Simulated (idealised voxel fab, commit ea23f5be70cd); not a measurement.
Documented hereafter: the process module known as voxel tone inversion.
Displayed cross-section: cut, width of 150 nm, square cells sized 5 nm.
Cross-section spec: square-cell grid; bands listed top down; each band is one or more rows.
It is stipulated that each band's entry specify, in nanometres, the height of the top of the band and then that of its bottom, followed by the materials of the band in left-to-right sequence, each together with its width in nanometres. A single material marked by the word "everywhere" is understood to fill the band from edge to edge; the word "air" is understood to denote empty space.
A quick word on heights: they are counted from 0, and under that level the wafer as it came to us is one material throughout. The lowest band is different from the rest in having no bottom; it simply continues downward, written as in "z 0 and below".
Think of "30..40" as a width that walks from the first number to the second as you go down the band, top row to bottom row, taking equal-sized steps from row to row.
"remains unaltered", as given for a step, is the statement that not any cell of the cross-section underwent a change during that step.
Under "Enclosed void list" you'll find the enclosed gaps, the ones with no way out to the top, that are 8 cells or bigger; each reads width x height at distance, with distance counted from the left edge, everything in nm.
Step line, after settings: the simulator's comment on this step.
Among the settings permitted on a step's line is "overlay nm"; applied to a step with a mask, it specifies the extent to which the mask lay to the right of its planned position, whereas a negative figure signifies a position to the left.
# plan
1,RECEIVE with material Si
2,CONFORMAL_DEP with material SiN, thk nm 5
3,DIRECTIONAL_DEP with material aC, thk nm 15
4,PATTERN with tone cover, mask id POSTS, material resist, width nm 25, pitch nm 40, thk nm 25, overlay nm 0
5,DIRECTIONAL_ETCH with etch materials aC, depth nm 15
6,STRIP with etch materials resist
7,FILL_DEP with material SiO2, thk nm 10
8,CMP with height nm 20
9,STRIP with etch materials aC
# As-received wafer cross-section (after step 1)
z 0 and below | Si everywhere
Enclosed void list: none
# One mistake in running the module, otherwise start and plan as above: cross-section at the end
z 20 to 15 | SiO2 40 nm, air 25 nm, SiO2 15 nm, air 25 nm, SiO2 45 nm
z 15 to 0 | SiN everywhere
z 0 and below | Si everywhere
Enclosed void list: none
Here's what went sideways: planned and actual differ for step 2; actual: CONFORMAL_DEP with material SiN, thk nm 15
